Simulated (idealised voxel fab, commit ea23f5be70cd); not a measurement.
The process module that follows is named voxel air gaps.
It is cross-section cut that appears here, measuring 285 nm in width, its square cells being 5 nm in size.
Cross-section spec: square-cell grid; bands listed top down; each band is one or more rows.
In this notation a band is specified by the heights of its top and bottom, in that order and in nm, after which its materials appear from left to right, each paired with its width in nm. The word "throughout" attached to a single material means that material fills the band from edge to edge; the word "blank" stands for empty space.
The level at which height equals 0 is the one under which the wafer, as it arrives, is entirely one material. No lower edge exists for the bottom band, which continues downward and is notated as in "0 -> down".
Per-row width for "30..40": begins at first number (top row of band), ends at second number (bottom row), increment between rows held constant.
The cross-section has no changed cell in any step marked "left unchanged".
Reported under the label "Sealed void inventory" are the empty spaces having no open way to the top and comprising 8 cells or more; the notation for each is width x height at distance, in which the distance is measured from the left edge and all three values are in nm.
That trailing text on a step's line, after the settings, is the simulator's own remark on the step.
A step line may carry the setting "overlay nm", which, for steps involving a mask, states the distance by which the mask lay to the right of its intended position; negative values denote displacement to the left.

These are the steps we planned for the process:
- 1: RECEIVE with material Si
- 2: CONFORMAL_DEP with material SiO2, thk nm 15
- 3: CONFORMAL_DEP with material SiN, thk nm 5
- 4: DIRECTIONAL_DEP with material lowk, thk nm 30
- 5: MASKED_ETCH with tone open, mask id LINES, width nm 20, pitch nm 50, etch materials lowk, depth nm 30, overlay nm 0
- 6: CONFORMAL_DEP with material TiN, thk nm 5
- 7: FILL_DEP with material Cu, thk nm 10
- 8: CMP with height nm 50
- 9: EPI with material Ru, thk nm 10
- 10: SELECTIVE_ETCH with etch materials lowk, depth nm 40
- 11: CONFORMAL_DEP with material SiN, thk nm 5

The cross-section here shows the wafer as received, i.e. in its state after step 1:
	0 -> down = Si throughout
	Sealed void inventory: none

First wafer of two, sectioned at end of module; run went per plan:
	65 -> 60 = blank: 40, SiN: 200, blank: 45
	60 -> 50 = blank: 40, SiN: 5, Ru: 40, SiN: 10, Ru: 40, SiN: 10, Ru: 40, SiN: 10, Ru: 40, SiN: 5, blank: 45
	50 -> 45 = blank: 40, SiN: 15, TiN: 5, Cu: 10, TiN: 5, SiN: 30, TiN: 5, Cu: 10, TiN: 5, SiN: 30, TiN: 5, Cu: 10, TiN: 5, SiN: 30, TiN: 5, Cu: 10, TiN: 5, SiN: 15, blank: 45
	45 -> 25 = blank: 50, SiN: 5, TiN: 5, Cu: 10, TiN: 5, SiN: 5, blank: 20, SiN: 5, TiN: 5, Cu: 10, TiN: 5, SiN: 5, blank: 20, SiN: 5, TiN: 5, Cu: 10, TiN: 5, SiN: 5, blank: 20, SiN: 5, TiN: 5, Cu: 10, TiN: 5, SiN: 5, blank: 55
	25 -> 20 = SiN: 55, TiN: 20, SiN: 30, TiN: 20, SiN: 30, TiN: 20, SiN: 30, TiN: 20, SiN: 60
	20 -> 15 = SiN throughout
	15 -> 0 = SiO2 throughout
	0 -> down = Si throughout
	Sealed void inventory: 20 x 20 at 80; 20 x 20 at 130; 20 x 20 at 180

Wafer two (of two), end-of-module cross-section: start = wafer one, plan = wafer one, one run mistake:
	80 -> 75 = SiN throughout
	75 -> 65 = Ru throughout
	65 -> 55 = Cu throughout
	55 -> 50 = TiN: 60, Cu: 10, TiN: 40, Cu: 10, TiN: 40, Cu: 10, TiN: 40, Cu: 10, TiN: 65
	50 -> 25 = lowk: 55, TiN: 5, Cu: 10, TiN: 5, lowk: 30, TiN: 5, Cu: 10, TiN: 5, lowk: 30, TiN: 5, Cu: 10, TiN: 5, lowk: 30, TiN: 5, Cu: 10, TiN: 5, lowk: 60
	25 -> 20 = lowk: 55, TiN: 20, lowk: 30, TiN: 20, lowk: 30, TiN: 20, lowk: 30, TiN: 20, lowk: 60
	20 -> 15 = SiN throughout
	15 -> 0 = SiO2 throughout
	0 -> down = Si throughout
	Sealed void inventory: none
Heads up, the wafer didn't run the way we planned it: step 8 of the plan never got run, it was skipped over
Counted in cells at the end, the second wafer holds more or fewer of these materials than the first: 122 more of Cu; 50 more of Ru; 96 fewer of SiN; 49 more of TiN; 246 more of lowk
Ultimately, the number of closed voids is 3 in the first wafer and 0 in the second wafer.
